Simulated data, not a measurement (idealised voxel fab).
Process module, titled voxel transistor to metal
Section shown: cut. Width: 200 nm. Cell size: 5 nm, square.
In this document a cross-section is written as a grid of square cells. It is given as a series of bands, listed from the top down, and a band is one or more rows of cells. Heights first: top, then bottom, in nm. Then materials, left to right, each with a width in nm. "edge to edge" on a single material: fills the band edge to edge. "empty": empty space. Measure heights from 0. That's the level where, below it, the as-received wafer is all one material. The lowest band is bottomless and extends downward; write it as in "0 down". Read "30->40" as a graded width: first number on top, second number at the bottom, same change between each pair of neighbouring rows. "no change occurred" after a step means that no cell of the cross-section changed. The entry titled "Enclosed empty spaces" provides the empty spaces that have no open way to the top, restricted to those of 8 cells or more. Each is presented as width x height at distance, the distance being measured from the left edge, with all three in nm. after a step's settings: what the simulator itself notes on the step. overlay nm: for a step with a mask, the amount by which the mask lay right of where it was planned; a negative amount means left of it.
## Steps planned for the process
step 1: RECEIVE (material Si)
step 2: CONFORMAL_DEP (material SiO2; thk nm 5)
step 3: CONFORMAL_DEP (material SiN; thk nm 10)
step 4: PATTERN (tone cover; mask id ACTIVE; material resist; width nm 120; thk nm 15; overlay nm 0)
step 5: DIRECTIONAL_ETCH (etch materials SiN; depth nm 10)
step 6: DIRECTIONAL_ETCH (etch materials SiO2; depth nm 5)
step 7: DIRECTIONAL_ETCH (etch materials Si; depth nm 20)
step 8: STRIP (etch materials resist)
step 9: OXIDIZE (depth nm 5)
step 10: FILL_DEP (material SiO2; thk nm 10)
step 11: CMP (height nm 15)
step 12: SELECTIVE_ETCH (etch materials SiO2; depth nm 10)
step 13: STRIP (etch materials SiN)
step 14: SELECTIVE_ETCH (etch materials SiO2; depth nm 5)
step 15: OXIDIZE (depth nm 5)
step 16: DIRECTIONAL_DEP (material polySi; thk nm 30)
step 17: DIRECTIONAL_DEP (material SiCN; thk nm 15)
step 18: DIRECTIONAL_DEP (material aC; thk nm 15)
step 19: PATTERN (tone cover; mask id GATE; material resist; width nm 20; thk nm 35; overlay nm 0)
step 20: DIRECTIONAL_ETCH (etch materials aC; depth nm 15)
step 21: STRIP (etch materials resist)
step 22: DIRECTIONAL_ETCH (etch materials SiCN; depth nm 25)
step 23: DIRECTIONAL_ETCH (etch materials polySi; depth nm 40)
step 24: STRIP (etch materials aC)
step 25: CONFORMAL_DEP (material SiO2; thk nm 5)
step 26: DIRECTIONAL_ETCH (etch materials SiO2; depth nm 5)
step 27: CONFORMAL_DEP (material SiN; thk nm 5)
step 28: DIRECTIONAL_ETCH (etch materials SiN; depth nm 5)
step 29: DIRECTIONAL_ETCH (etch materials SiO2; depth nm 5)
step 30: DIRECTIONAL_ETCH (etch materials Si; depth nm 5)
step 31: EPI (material nSi; thk nm 5)
step 32: FILL_DEP (material SiO2; thk nm 5)
step 33: CMP (height nm 45)
step 34: DIRECTIONAL_DEP (material SiO2; thk nm 15)
step 35: DIRECTIONAL_DEP (material aC; thk nm 15)
step 36: PATTERN (tone open; mask id CONTACT; material resist; width nm 20; pitch nm 80; thk nm 30; overlay nm 0)
step 37: DIRECTIONAL_ETCH (etch materials aC; depth nm 15)
step 38: STRIP (etch materials resist)
step 39: DIRECTIONAL_ETCH (etch materials SiO2; depth nm 65)
step 40: STRIP (etch materials aC)
step 41: CONFORMAL_DEP (material TiN; thk nm 5)
step 42: FILL_DEP (material W; thk nm 10)
step 43: CMP (height nm 60)
step 44: DIRECTIONAL_DEP (material TiN; thk nm 5)
step 45: DIRECTIONAL_DEP (material Ru; thk nm 20)
step 46: PATTERN (tone cover; mask id METAL_1; material resist; width nm 20; pitch nm 80; thk nm 20; overlay nm 0)
step 47: DIRECTIONAL_ETCH (etch materials Ru; depth nm 20)
step 48: DIRECTIONAL_ETCH (etch materials TiN; depth nm 5)
step 49: STRIP (etch materials resist)
step 50: FILL_DEP (material lowk; thk nm 10)
step 51: CMP (height nm 85)
step 52: CONFORMAL_DEP (material SiCN; thk nm 5)
## First of two wafers - as planned
## As-received state of the wafer in cross-section, equivalent to post-step 1
	0 down  Si edge to edge
	Enclosed empty spaces: none
## The following cross-section depicts the wafer upon completion of step 2
	5 to 0  SiO2 edge to edge
	Everything below 0 is unchanged.
## The following cross-section depicts the wafer upon completion of step 3
	15 to 5  SiN edge to edge
	Everything below 5 is unchanged.
## The following cross-section depicts the wafer upon completion of step 4
	30 to 15  empty 40  resist 120  empty 40
	Everything below 15 is unchanged.
## The following cross-section depicts the wafer upon completion of step 5
	30 to 15  empty 40  resist 120  empty 40
	15 to 5  empty 40  SiN 120  empty 40
	Everything below 5 is unchanged.
## The following cross-section depicts the wafer upon completion of step 6
	30 to 15  empty 40  resist 120  empty 40
	15 to 5  empty 40  SiN 120  empty 40
	5 to 0  empty 40  SiO2 120  empty 40
	Everything below 0 is unchanged.
## The following cross-section depicts the wafer upon completion of step 7
	30 to 15  empty 40  resist 120  empty 40
	15 to 5  empty 40  SiN 120  empty 40
	5 to 0  empty 40  SiO2 120  empty 40
	0 to -20  empty 40  Si 120  empty 40
	Everything below -20 is unchanged.
## The following cross-section depicts the wafer upon completion of step 8
	15 to 5  empty 40  SiN 120  empty 40
	Everything below 5 is unchanged.
## The following cross-section depicts the wafer upon completion of step 9
	15 to 5  empty 40  SiN 120  empty 40
	5 to 0  empty 40  SiO2 120  empty 40
	0 to -20  empty 40  SiO2 5  Si 110  SiO2 5  empty 40
	-20 to -25  SiO2 45  Si 110  SiO2 45
	Everything below -25 is unchanged.
## The following cross-section depicts the wafer upon completion of step 10
	25 to 15  SiO2 edge to edge
	15 to 5  SiO2 40  SiN 120  SiO2 40
	5 to 0  SiO2 edge to edge
	0 to -25  SiO2 45  Si 110  SiO2 45
	Everything below -25 is unchanged.
## The following cross-section depicts the wafer upon completion of step 11
	15 to 5  SiO2 40  SiN 120  SiO2 40
	Everything below 5 is unchanged.
## The following cross-section depicts the wafer upon completion of step 12
	15 to 5  empty 40  SiN 120  empty 40
	Everything below 5 is unchanged.
## The following cross-section depicts the wafer upon completion of step 13
	5 to 0  SiO2 edge to edge
	Everything below 0 is unchanged.
## The following cross-section depicts the wafer upon completion of step 14
	0 to -25  SiO2 45  Si 110  SiO2 45
	Everything below -25 is unchanged.
## The following cross-section depicts the wafer upon completion of step 15
	0 to -5  SiO2 edge to edge
	Everything below -5 is unchanged.
## The following cross-section depicts the wafer upon completion of step 16
	30 to 0  polySi edge to edge
	Everything below 0 is unchanged.
## The following cross-section depicts the wafer upon completion of step 17
	45 to 30  SiCN edge to edge
	Everything below 30 is unchanged.
## The following cross-section depicts the wafer upon completion of step 18
	60 to 45  aC edge to edge
	Everything below 45 is unchanged.
## The following cross-section depicts the wafer upon completion of step 19
	95 to 60  empty 90  resist 20  empty 90
	Everything below 60 is unchanged.
## The following cross-section depicts the wafer upon completion of step 20
	80 to 60  empty 90  resist 20  empty 90
	60 to 45  empty 90  aC 20  empty 90
	Everything below 45 is unchanged.
## The following cross-section depicts the wafer upon completion of step 21
	60 to 45  empty 90  aC 20  empty 90
	Everything below 45 is unchanged.
## The following cross-section depicts the wafer upon completion of step 22
	60 to 45  empty 90  aC 20  empty 90
	45 to 30  empty 90  SiCN 20  empty 90
	Everything below 30 is unchanged.
## The following cross-section depicts the wafer upon completion of step 23
	60 to 45  empty 90  aC 20  empty 90
	45 to 30  empty 90  SiCN 20  empty 90
	30 to 0  empty 90  polySi 20  empty 90
	Everything below 0 is unchanged.
## The following cross-section depicts the wafer upon completion of step 24
	45 to 30  empty 90  SiCN 20  empty 90
	Everything below 30 is unchanged.
## The following cross-section depicts the wafer upon completion of step 25
	50 to 45  empty 85  SiO2 30  empty 85
	45 to 30  empty 85  SiO2 5  SiCN 20  SiO2 5  empty 85
	30 to 5  empty 85  SiO2 5  polySi 20  SiO2 5  empty 85
	5 to 0  SiO2 90  polySi 20  SiO2 90
	Everything below 0 is unchanged.
## The following cross-section depicts the wafer upon completion of step 26
	45 to 30  empty 85  SiO2 5  SiCN 20  SiO2 5  empty 85
	30 to 0  empty 85  SiO2 5  polySi 20  SiO2 5  empty 85
	Everything below 0 is unchanged.
## The following cross-section depicts the wafer upon completion of step 27
	50 to 45  empty 80  SiN 40  empty 80
	45 to 30  empty 80  SiN 5  SiO2 5  SiCN 20  SiO2 5  SiN 5  empty 80
	30 to 5  empty 80  SiN 5  SiO2 5  polySi 20  SiO2 5  SiN 5  empty 80
	5 to 0  SiN 85  SiO2 5  polySi 20  SiO2 5  SiN 85
	Everything below 0 is unchanged.
## The following cross-section depicts the wafer upon completion of step 28
	45 to 30  empty 80  SiN 5  SiO2 5  SiCN 20  SiO2 5  SiN 5  empty 80
	30 to 0  empty 80  SiN 5  SiO2 5  polySi 20  SiO2 5  SiN 5  empty 80
	Everything below 0 is unchanged.
## The following cross-section depicts the wafer upon completion of step 29
	45 to 40  empty 80  SiN 5  empty 5  SiCN 20  empty 5  SiN 5  empty 80
	40 to 30  empty 80  SiN 5  SiO2 5  SiCN 20  SiO2 5  SiN 5  empty 80
	30 to 0  empty 80  SiN 5  SiO2 5  polySi 20  SiO2 5  SiN 5  empty 80
	0 to -5  empty 80  SiO2 40  empty 80
	Everything below -5 is unchanged.
## The following cross-section depicts the wafer upon completion of step 30
	45 to 40  empty 80  SiN 5  empty 5  SiCN 20  empty 5  SiN 5  empty 80
	40 to 30  empty 80  SiN 5  SiO2 5  SiCN 20  SiO2 5  SiN 5  empty 80
	30 to 0  empty 80  SiN 5  SiO2 5  polySi 20  SiO2 5  SiN 5  empty 80
	0 to -5  empty 80  SiO2 40  empty 80
	-5 to -10  SiO2 45  empty 35  Si 40  empty 35  SiO2 45
	Everything below -10 is unchanged.
## The following cross-section depicts the wafer upon completion of step 31
	45 to 40  empty 80  SiN 5  empty 5  SiCN 20  empty 5  SiN 5  empty 80
	40 to 30  empty 80  SiN 5  SiO2 5  SiCN 20  SiO2 5  SiN 5  empty 80
	30 to 0  empty 80  SiN 5  SiO2 5  polySi 20  SiO2 5  SiN 5  empty 80
	0 to -5  empty 75  nSi 5  SiO2 40  nSi 5  empty 75
	-5 to -10  SiO2 45  nSi 35  Si 40  nSi 35  SiO2 45
	Everything below -10 is unchanged.
## The following cross-section depicts the wafer upon completion of step 32
	50 to 45  SiO2 edge to edge
	45 to 30  SiO2 80  SiN 5  SiO2 5  SiCN 20  SiO2 5  SiN 5  SiO2 80
	30 to 0  SiO2 80  SiN 5  SiO2 5  polySi 20  SiO2 5  SiN 5  SiO2 80
	0 to -5  SiO2 75  nSi 5  SiO2 40  nSi 5  SiO2 75
	Everything below -5 is unchanged.
## The following cross-section depicts the wafer upon completion of step 33
	45 to 30  SiO2 80  SiN 5  SiO2 5  SiCN 20  SiO2 5  SiN 5  SiO2 80
	Everything below 30 is unchanged.
## The following cross-section depicts the wafer upon completion of step 34
	60 to 45  SiO2 edge to edge
	Everything below 45 is unchanged.
## The following cross-section depicts the wafer upon completion of step 35
	75 to 60  aC edge to edge
	Everything below 60 is unchanged.
## The following cross-section depicts the wafer upon completion of step 36
	105 to 75  resist 50  empty 20  resist 60  empty 20  resist 50
	Everything below 75 is unchanged.
## The following cross-section depicts the wafer upon completion of step 37
	90 to 75  resist 50  empty 20  resist 60  empty 20  resist 50
	75 to 60  aC 50  empty 20  aC 60  empty 20  aC 50
	Everything below 60 is unchanged.
## The following cross-section depicts the wafer upon completion of step 38
	75 to 60  aC 50  empty 20  aC 60  empty 20  aC 50
	Everything below 60 is unchanged.
## The following cross-section depicts the wafer upon completion of step 39
	75 to 60  aC 50  empty 20  aC 60  empty 20  aC 50
	60 to 45  SiO2 50  empty 20  SiO2 60  empty 20  SiO2 50
	45 to 30  SiO2 50  empty 20  SiO2 10  SiN 5  SiO2 5  SiCN 20  SiO2 5  SiN 5  SiO2 10  empty 20  SiO2 50
	30 to 0  SiO2 50  empty 20  SiO2 10  SiN 5  SiO2 5  polySi 20  SiO2 5  SiN 5  SiO2 10  empty 20  SiO2 50
	0 to -5  SiO2 50  empty 20  SiO2 5  nSi 5  SiO2 40  nSi 5  SiO2 5  empty 20  SiO2 50
	Everything below -5 is unchanged.
## The following cross-section depicts the wafer upon completion of step 40
	60 to 45  SiO2 50  empty 20  SiO2 60  empty 20  SiO2 50
	Everything below 45 is unchanged.
## The following cross-section depicts the wafer upon completion of step 41
	65 to 60  TiN 55  empty 10  TiN 70  empty 10  TiN 55
	60 to 45  SiO2 50  TiN 5  empty 10  TiN 5  SiO2 60  TiN 5  empty 10  TiN 5  SiO2 50
	45 to 30  SiO2 50  TiN 5  empty 10  TiN 5  SiO2 10  SiN 5  SiO2 5  SiCN 20  SiO2 5  SiN 5  SiO2 10  TiN 5  empty 10  TiN 5  SiO2 50
	30 to 0  SiO2 50  TiN 5  empty 10  TiN 5  SiO2 10  SiN 5  SiO2 5  polySi 20  SiO2 5  SiN 5  SiO2 10  TiN 5  empty 10  TiN 5  SiO2 50
	0 to -5  SiO2 50  TiN 20  SiO2 5  nSi 5  SiO2 40  nSi 5  SiO2 5  TiN 20  SiO2 50
	Everything below -5 is unchanged.
## The following cross-section depicts the wafer upon completion of step 42
	75 to 65  W edge to edge
	65 to 60  TiN 55  W 10  TiN 70  W 10  TiN 55
	60 to 45  SiO2 50  TiN 5  W 10  TiN 5  SiO2 60  TiN 5  W 10  TiN 5  SiO2 50
	45 to 30  SiO2 50  TiN 5  W 10  TiN 5  SiO2 10  SiN 5  SiO2 5  SiCN 20  SiO2 5  SiN 5  SiO2 10  TiN 5  W 10  TiN 5  SiO2 50
	30 to 0  SiO2 50  TiN 5  W 10  TiN 5  SiO2 10  SiN 5  SiO2 5  polySi 20  SiO2 5  SiN 5  SiO2 10  TiN 5  W 10  TiN 5  SiO2 50
	Everything below 0 is unchanged.
## The following cross-section depicts the wafer upon completion of step 43
	60 to 45  SiO2 50  TiN 5  W 10  TiN 5  SiO2 60  TiN 5  W 10  TiN 5  SiO2 50
	Everything below 45 is unchanged.
## The following cross-section depicts the wafer upon completion of step 44
	65 to 60  TiN edge to edge
	Everything below 60 is unchanged.
## The following cross-section depicts the wafer upon completion of step 45
	85 to 65  Ru edge to edge
	Everything below 65 is unchanged.
## The following cross-section depicts the wafer upon completion of step 46
	105 to 85  empty 50  resist 20  empty 60  resist 20  empty 50
	Everything below 85 is unchanged.
## The following cross-section depicts the wafer upon completion of step 47
	105 to 85  empty 50  resist 20  empty 60  resist 20  empty 50
	85 to 65  empty 50  Ru 20  empty 60  Ru 20  empty 50
	Everything below 65 is unchanged.
## The following cross-section depicts the wafer upon completion of step 48
	105 to 85  empty 50  resist 20  empty 60  resist 20  empty 50
	85 to 65  empty 50  Ru 20  empty 60  Ru 20  empty 50
	65 to 60  empty 50  TiN 20  empty 60  TiN 20  empty 50
	Everything below 60 is unchanged.
## The following cross-section depicts the wafer upon completion of step 49
	85 to 65  empty 50  Ru 20  empty 60  Ru 20  empty 50
	Everything below 65 is unchanged.
## The following cross-section depicts the wafer upon completion of step 50
	95 to 85  lowk edge to edge
	85 to 65  lowk 50  Ru 20  lowk 60  Ru 20  lowk 50
	65 to 60  lowk 50  TiN 20  lowk 60  TiN 20  lowk 50
	Everything below 60 is unchanged.
## The following cross-section depicts the wafer upon completion of step 51
	85 to 65  lowk 50  Ru 20  lowk 60  Ru 20  lowk 50
	Everything below 65 is unchanged.
## The following cross-section depicts the wafer upon completion of step 52
	90 to 85  SiCN edge to edge
	Everything below 85 is unchanged.
## second wafer: like start, like plan, one mistake. Through step 6 it matches the first wafer
## Cross-sectional representation of the second wafer at the time designated in the plan for the completion of step 7
	30 to 15  empty 40  resist 120  empty 40
	15 to 5  empty 40  SiN 120  empty 40
	5 to 0  empty 40  SiO2 120  empty 40
	0 to -30  empty 40  Si 120  empty 40
	Everything below -30 is unchanged.
## Cross-sectional representation of the second wafer at the time designated in the plan for the completion of step 8
	15 to 5  empty 40  SiN 120  empty 40
	Everything below 5 is unchanged.
## Cross-sectional representation of the second wafer at the time designated in the plan for the completion of step 9
	15 to 5  empty 40  SiN 120  empty 40
	5 to 0  empty 40  SiO2 120  empty 40
	0 to -30  empty 40  SiO2 5  Si 110  SiO2 5  empty 40
	-30 to -35  SiO2 45  Si 110  SiO2 45
	Everything below -35 is unchanged.
## Cross-sectional representation of the second wafer at the time designated in the plan for the completion of step 10
	25 to 15  SiO2 edge to edge
	15 to 5  SiO2 40  SiN 120  SiO2 40
	5 to 0  SiO2 edge to edge
	0 to -35  SiO2 45  Si 110  SiO2 45
	Everything below -35 is unchanged.
## Cross-sectional representation of the second wafer at the time designated in the plan for the completion of step 11
	15 to 5  SiO2 40  SiN 120  SiO2 40
	Everything below 5 is unchanged.
## Cross-sectional representation of the second wafer at the time designated in the plan for the completion of step 12
	15 to 5  empty 40  SiN 120  empty 40
	Everything below 5 is unchanged.
## Cross-sectional representation of the second wafer at the time designated in the plan for the completion of step 13
	5 to 0  SiO2 edge to edge
	Everything below 0 is unchanged.
## Cross-sectional representation of the second wafer at the time designated in the plan for the completion of step 14
	0 to -35  SiO2 45  Si 110  SiO2 45
	Everything below -35 is unchanged.
## Cross-sectional representation of the second wafer at the time designated in the plan for the completion of step 15
	0 to -5  SiO2 edge to edge
	Everything below -5 is unchanged.
## Cross-sectional representation of the second wafer at the time designated in the plan for the completion of step 16
	30 to 0  polySi edge to edge
	Everything below 0 is unchanged.
## Cross-sectional representation of the second wafer at the time designated in the plan for the completion of step 17
	45 to 30  SiCN edge to edge
	Everything below 30 is unchanged.
## Cross-sectional representation of the second wafer at the time designated in the plan for the completion of step 18
	60 to 45  aC edge to edge
	Everything below 45 is unchanged.
## Cross-sectional representation of the second wafer at the time designated in the plan for the completion of step 19
	95 to 60  empty 90  resist 20  empty 90
	Everything below 60 is unchanged.
## Cross-sectional representation of the second wafer at the time designated in the plan for the completion of step 20
	80 to 60  empty 90  resist 20  empty 90
	60 to 45  empty 90  aC 20  empty 90
	Everything below 45 is unchanged.
## Cross-sectional representation of the second wafer at the time designated in the plan for the completion of step 21
	60 to 45  empty 90  aC 20  empty 90
	Everything below 45 is unchanged.
## Cross-sectional representation of the second wafer at the time designated in the plan for the completion of step 22
	60 to 45  empty 90  aC 20  empty 90
	45 to 30  empty 90  SiCN 20  empty 90
	Everything below 30 is unchanged.
## Cross-sectional representation of the second wafer at the time designated in the plan for the completion of step 23
	60 to 45  empty 90  aC 20  empty 90
	45 to 30  empty 90  SiCN 20  empty 90
	30 to 0  empty 90  polySi 20  empty 90
	Everything below 0 is unchanged.
## Cross-sectional representation of the second wafer at the time designated in the plan for the completion of step 24
	45 to 30  empty 90  SiCN 20  empty 90
	Everything below 30 is unchanged.
## Cross-sectional representation of the second wafer at the time designated in the plan for the completion of step 25
	50 to 45  empty 85  SiO2 30  empty 85
	45 to 30  empty 85  SiO2 5  SiCN 20  SiO2 5  empty 85
	30 to 5  empty 85  SiO2 5  polySi 20  SiO2 5  empty 85
	5 to 0  SiO2 90  polySi 20  SiO2 90
	Everything below 0 is unchanged.
## Cross-sectional representation of the second wafer at the time designated in the plan for the completion of step 26
	45 to 30  empty 85  SiO2 5  SiCN 20  SiO2 5  empty 85
	30 to 0  empty 85  SiO2 5  polySi 20  SiO2 5  empty 85
	Everything below 0 is unchanged.
## Cross-sectional representation of the second wafer at the time designated in the plan for the completion of step 27
	50 to 45  empty 80  SiN 40  empty 80
	45 to 30  empty 80  SiN 5  SiO2 5  SiCN 20  SiO2 5  SiN 5  empty 80
	30 to 5  empty 80  SiN 5  SiO2 5  polySi 20  SiO2 5  SiN 5  empty 80
	5 to 0  SiN 85  SiO2 5  polySi 20  SiO2 5  SiN 85
	Everything below 0 is unchanged.
## Cross-sectional representation of the second wafer at the time designated in the plan for the completion of step 28
	45 to 30  empty 80  SiN 5  SiO2 5  SiCN 20  SiO2 5  SiN 5  empty 80
	30 to 0  empty 80  SiN 5  SiO2 5  polySi 20  SiO2 5  SiN 5  empty 80
	Everything below 0 is unchanged.
## Cross-sectional representation of the second wafer at the time designated in the plan for the completion of step 29
	45 to 40  empty 80  SiN 5  empty 5  SiCN 20  empty 5  SiN 5  empty 80
	40 to 30  empty 80  SiN 5  SiO2 5  SiCN 20  SiO2 5  SiN 5  empty 80
	30 to 0  empty 80  SiN 5  SiO2 5  polySi 20  SiO2 5  SiN 5  empty 80
	0 to -5  empty 80  SiO2 40  empty 80
	Everything below -5 is unchanged.
## Cross-sectional representation of the second wafer at the time designated in the plan for the completion of step 30
	45 to 40  empty 80  SiN 5  empty 5  SiCN 20  empty 5  SiN 5  empty 80
	40 to 30  empty 80  SiN 5  SiO2 5  SiCN 20  SiO2 5  SiN 5  empty 80
	30 to 0  empty 80  SiN 5  SiO2 5  polySi 20  SiO2 5  SiN 5  empty 80
	0 to -5  empty 80  SiO2 40  empty 80
	-5 to -10  SiO2 45  empty 35  Si 40  empty 35  SiO2 45
	Everything below -10 is unchanged.
## Cross-sectional representation of the second wafer at the time designated in the plan for the completion of step 31
	45 to 40  empty 80  SiN 5  empty 5  SiCN 20  empty 5  SiN 5  empty 80
	40 to 30  empty 80  SiN 5  SiO2 5  SiCN 20  SiO2 5  SiN 5  empty 80
	30 to 0  empty 80  SiN 5  SiO2 5  polySi 20  SiO2 5  SiN 5  empty 80
	0 to -5  empty 75  nSi 5  SiO2 40  nSi 5  empty 75
	-5 to -10  SiO2 45  nSi 35  Si 40  nSi 35  SiO2 45
	Everything below -10 is unchanged.
## Cross-sectional representation of the second wafer at the time designated in the plan for the completion of step 32
	50 to 45  SiO2 edge to edge
	45 to 30  SiO2 80  SiN 5  SiO2 5  SiCN 20  SiO2 5  SiN 5  SiO2 80
	30 to 0  SiO2 80  SiN 5  SiO2 5  polySi 20  SiO2 5  SiN 5  SiO2 80
	0 to -5  SiO2 75  nSi 5  SiO2 40  nSi 5  SiO2 75
	Everything below -5 is unchanged.
## Cross-sectional representation of the second wafer at the time designated in the plan for the completion of step 33
	45 to 30  SiO2 80  SiN 5  SiO2 5  SiCN 20  SiO2 5  SiN 5  SiO2 80
	Everything below 30 is unchanged.
## Cross-sectional representation of the second wafer at the time designated in the plan for the completion of step 34
	60 to 45  SiO2 edge to edge
	Everything below 45 is unchanged.
## Cross-sectional representation of the second wafer at the time designated in the plan for the completion of step 35
	75 to 60  aC edge to edge
	Everything below 60 is unchanged.
## Cross-sectional representation of the second wafer at the time designated in the plan for the completion of step 36
	105 to 75  resist 50  empty 20  resist 60  empty 20  resist 50
	Everything below 75 is unchanged.
## Cross-sectional representation of the second wafer at the time designated in the plan for the completion of step 37
	90 to 75  resist 50  empty 20  resist 60  empty 20  resist 50
	75 to 60  aC 50  empty 20  aC 60  empty 20  aC 50
	Everything below 60 is unchanged.
## Cross-sectional representation of the second wafer at the time designated in the plan for the completion of step 38
	75 to 60  aC 50  empty 20  aC 60  empty 20  aC 50
	Everything below 60 is unchanged.
## Cross-sectional representation of the second wafer at the time designated in the plan for the completion of step 39
	75 to 60  aC 50  empty 20  aC 60  empty 20  aC 50
	60 to 45  SiO2 50  empty 20  SiO2 60  empty 20  SiO2 50
	45 to 30  SiO2 50  empty 20  SiO2 10  SiN 5  SiO2 5  SiCN 20  SiO2 5  SiN 5  SiO2 10  empty 20  SiO2 50
	30 to 0  SiO2 50  empty 20  SiO2 10  SiN 5  SiO2 5  polySi 20  SiO2 5  SiN 5  SiO2 10  empty 20  SiO2 50
	0 to -5  SiO2 50  empty 20  SiO2 5  nSi 5  SiO2 40  nSi 5  SiO2 5  empty 20  SiO2 50
	Everything below -5 is unchanged.
## Cross-sectional representation of the second wafer at the time designated in the plan for the completion of step 40
	60 to 45  SiO2 50  empty 20  SiO2 60  empty 20  SiO2 50
	Everything below 45 is unchanged.
## Cross-sectional representation of the second wafer at the time designated in the plan for the completion of step 41
	65 to 60  TiN 55  empty 10  TiN 70  empty 10  TiN 55
	60 to 45  SiO2 50  TiN 5  empty 10  TiN 5  SiO2 60  TiN 5  empty 10  TiN 5  SiO2 50
	45 to 30  SiO2 50  TiN 5  empty 10  TiN 5  SiO2 10  SiN 5  SiO2 5  SiCN 20  SiO2 5  SiN 5  SiO2 10  TiN 5  empty 10  TiN 5  SiO2 50
	30 to 0  SiO2 50  TiN 5  empty 10  TiN 5  SiO2 10  SiN 5  SiO2 5  polySi 20  SiO2 5  SiN 5  SiO2 10  TiN 5  empty 10  TiN 5  SiO2 50
	0 to -5  SiO2 50  TiN 20  SiO2 5  nSi 5  SiO2 40  nSi 5  SiO2 5  TiN 20  SiO2 50
	Everything below -5 is unchanged.
## Cross-sectional representation of the second wafer at the time designated in the plan for the completion of step 42
	75 to 65  W edge to edge
	65 to 60  TiN 55  W 10  TiN 70  W 10  TiN 55
	60 to 45  SiO2 50  TiN 5  W 10  TiN 5  SiO2 60  TiN 5  W 10  TiN 5  SiO2 50
	45 to 30  SiO2 50  TiN 5  W 10  TiN 5  SiO2 10  SiN 5  SiO2 5  SiCN 20  SiO2 5  SiN 5  SiO2 10  TiN 5  W 10  TiN 5  SiO2 50
	30 to 0  SiO2 50  TiN 5  W 10  TiN 5  SiO2 10  SiN 5  SiO2 5  polySi 20  SiO2 5  SiN 5  SiO2 10  TiN 5  W 10  TiN 5  SiO2 50
	Everything below 0 is unchanged.
## Cross-sectional representation of the second wafer at the time designated in the plan for the completion of step 43
	60 to 45  SiO2 50  TiN 5  W 10  TiN 5  SiO2 60  TiN 5  W 10  TiN 5  SiO2 50
	Everything below 45 is unchanged.
## Cross-sectional representation of the second wafer at the time designated in the plan for the completion of step 44
	65 to 60  TiN edge to edge
	Everything below 60 is unchanged.
## Cross-sectional representation of the second wafer at the time designated in the plan for the completion of step 45
	85 to 65  Ru edge to edge
	Everything below 65 is unchanged.
## Cross-sectional representation of the second wafer at the time designated in the plan for the completion of step 46
	105 to 85  empty 50  resist 20  empty 60  resist 20  empty 50
	Everything below 85 is unchanged.
## Cross-sectional representation of the second wafer at the time designated in the plan for the completion of step 47
	105 to 85  empty 50  resist 20  empty 60  resist 20  empty 50
	85 to 65  empty 50  Ru 20  empty 60  Ru 20  empty 50
	Everything below 65 is unchanged.
## Cross-sectional representation of the second wafer at the time designated in the plan for the completion of step 48
	105 to 85  empty 50  resist 20  empty 60  resist 20  empty 50
	85 to 65  empty 50  Ru 20  empty 60  Ru 20  empty 50
	65 to 60  empty 50  TiN 20  empty 60  TiN 20  empty 50
	Everything below 60 is unchanged.
## Cross-sectional representation of the second wafer at the time designated in the plan for the completion of step 49
	85 to 65  empty 50  Ru 20  empty 60  Ru 20  empty 50
	Everything below 65 is unchanged.
## Cross-sectional representation of the second wafer at the time designated in the plan for the completion of step 50
	95 to 85  lowk edge to edge
	85 to 65  lowk 50  Ru 20  lowk 60  Ru 20  lowk 50
	65 to 60  lowk 50  TiN 20  lowk 60  TiN 20  lowk 50
	Everything below 60 is unchanged.
## Cross-sectional representation of the second wafer at the time designated in the plan for the completion of step 51
	85 to 65  lowk 50  Ru 20  lowk 60  Ru 20  lowk 50
	Everything below 65 is unchanged.
## Cross-sectional representation of the second wafer at the time designated in the plan for the completion of step 52
	90 to 85  SiCN edge to edge
	Everything below 85 is unchanged.
So what did we get wrong on this run? step 7 was run on a setting that differed from the plan, and what really ran there is DIRECTIONAL_ETCH (etch materials Si; depth nm 30)
at the end the second wafer has, in cells: -36 Si | +36 SiO2
